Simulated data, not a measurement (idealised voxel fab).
This is a process module. Its name is voxel released beams.
Each square cell in cross-section cut measures 5 nm, and the section as a whole is 270 nm wide.
Each cross-section below is a grid of square cells, stated as bands in top-down order, with one or more rows of cells making up each band.
In this notation a band is specified by the heights of its top and bottom, in that order and in nm, after which its materials appear from left to right, each paired with its width in nm. The word "full width" attached to a single material means that material fills the band from edge to edge; the word "air" stands for empty space.
Note: height 0 marks the level under which the wafer is uniformly one material as received. Lowest band unbounded below, written "0 down".
Width: "30->40" (first number = top row, second number = bottom row, same change from row to row of cells).
You'll sometimes find "left unchanged" written for a step, and that's the way of saying that nowhere in the cross-section did a cell change during that step.
Entry "Fully enclosed voids". Content: empty spaces with no open connection to the top, size 8 cells or greater. Each: width x height at distance. Distance: from left edge. Unit: nm.
Text after the settings on a step's line: the simulator's own remark on that step.
overlay nm: mask offset rightward from planned place, masked step; negative means leftward offset.

### The planned process steps are enumerated hereunder
step 1: RECEIVE with material Si
step 2: CONFORMAL_DEP with material Al2O3, thk nm 5
step 3: DIRECTIONAL_DEP with material SiO2, thk nm 10
step 4: MASKED_ETCH with tone open, mask id ANCHOR, width nm 25, etch materials SiO2, depth nm 10, overlay nm 0
step 5: CONFORMAL_DEP with material W, thk nm 10
step 6: MASKED_ETCH with tone cover, mask id BEAM, width nm 105, etch materials W, depth nm 10, overlay nm -15
step 7: STRIP with etch materials SiO2
The wafers in this document start out alike and differ in the overlay nm applied at step 6; the plan shows the value used for the first wafer.

### Cross-section of the first of several wafers as received (after step 1)
0 down: Si full width
Fully enclosed voids: none

### Table: wafers, a row each; end-of-module cell change per material since receipt, gain (+), loss (-); then closed voids
overlay nm -15, +54 Al2O3, +50 W, Fully enclosed voids: none
overlay nm -10, +54 Al2O3, +50 W, Fully enclosed voids: none
overlay nm -5, +54 Al2O3, +50 W, Fully enclosed voids: none
overlay nm 0, +54 Al2O3, +50 W, Fully enclosed voids: none
overlay nm 5, +54 Al2O3, +50 W, Fully enclosed voids: none
overlay nm 10, +54 Al2O3, +50 W, Fully enclosed voids: none
overlay nm 15, +54 Al2O3, +50 W, Fully enclosed voids: none
